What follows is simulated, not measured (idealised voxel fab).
Name of the process module below: voxel self aligned vias
Each square cell in cross-section cut measures 5 nm, and the section as a whole is 170 nm wide.
Cross-section, as written here: a square-cell grid given band by band from the top down, where a band holds one or more rows of cells. Basically the band line says how high the top is and how high the bottom is, in nm, and then what's in it from left to right, every material with its width in nm. Empty space shows up as "blank", and if a single material carries "edge to edge" it runs the full band edge to edge. Where do heights start? At 0: under that level the wafer as delivered is made of one material only. And the lowest band has no floor; it just carries on downward, as in "from 0 down". Width "30 to 40": first value at the band's top row of cells, second value at its bottom row, equal change from row to row. "remained the same" (step): cross-section cells unchanged, all of them. Enclosed voids (no open way to top), threshold 8 cells or more, entry "Trapped void list", notation width x height at distance, distance from left edge, nm. It should be noted that, on the line of a given step, the content following the step's settings is a remark produced by the simulator itself with respect to that step. overlay nm: how far to the right of its planned place the mask lay on this masked step (negative: to the left).
These are the steps we planned for the process
| 1 | RECEIVE (material Si) |
| 2 | CONFORMAL_DEP (material SiO2; thk nm 10) |
| 3 | CONFORMAL_DEP (material SiCN; thk nm 5) |
| 4 | DIRECTIONAL_DEP (material lowk; thk nm 20) |
| 5 | MASKED_ETCH (tone open; mask id LINES; width nm 20; pitch nm 70; etch materials lowk; depth nm 20; overlay nm 0) |
| 6 | CONFORMAL_DEP (material TiN; thk nm 5) |
| 7 | FILL_DEP (material Ru; thk nm 5) |
| 8 | CMP (height nm 35) |
| 9 | SELECTIVE_ETCH (etch materials W Ru TiN; depth nm 10) |
| 10 | FILL_DEP (material SiN; thk nm 10) |
| 11 | CMP (height nm 35) |
| 12 | DIRECTIONAL_DEP (material lowk; thk nm 15) |
| 13 | DIRECTIONAL_DEP (material aC; thk nm 10) |
| 14 | PATTERN (tone open; mask id VIAS; material resist; width nm 40; pitch nm 70; thk nm 25; overlay nm 0) |
| 15 | DIRECTIONAL_ETCH (etch materials aC; depth nm 10) |
| 16 | STRIP (etch materials resist) |
| 17 | DIRECTIONAL_ETCH (etch materials lowk; depth nm 15) |
| 18 | DIRECTIONAL_ETCH (etch materials SiN; depth nm 10) |
| 19 | STRIP (etch materials aC) |
| 20 | CONFORMAL_DEP (material TiN; thk nm 5) |
| 21 | FILL_DEP (material W; thk nm 10) |
| 22 | CMP (height nm 50) |
| 23 | CONFORMAL_DEP (material SiCN; thk nm 5) |
Incoming wafer in cross-section (state: after step 1)
> from 0 down: Si edge to edge
> Trapped void list: none
a wafer at the end: this start, this plan, one mistake
> from 55 to 50: SiCN edge to edge
> from 50 to 30: lowk: 30, then TiN: 5, then W: 30, then TiN: 5, then lowk: 30, then TiN: 5, then W: 30, then TiN: 5, then lowk: 30
> from 30 to 25: lowk: 30, then TiN: 40, then lowk: 30, then TiN: 40, then lowk: 30
> from 25 to 20: lowk: 30, then TiN: 15, then Ru: 10, then TiN: 15, then lowk: 30, then TiN: 15, then Ru: 10, then TiN: 15, then lowk: 30
> from 20 to 15: lowk: 40, then TiN: 20, then lowk: 50, then TiN: 20, then lowk: 40
> from 15 to 10: SiCN edge to edge
> from 10 to 0: SiO2 edge to edge
> from 0 down: Si edge to edge
> Trapped void list: none
Deviation from plan: twice over, step 17 of the plan was run
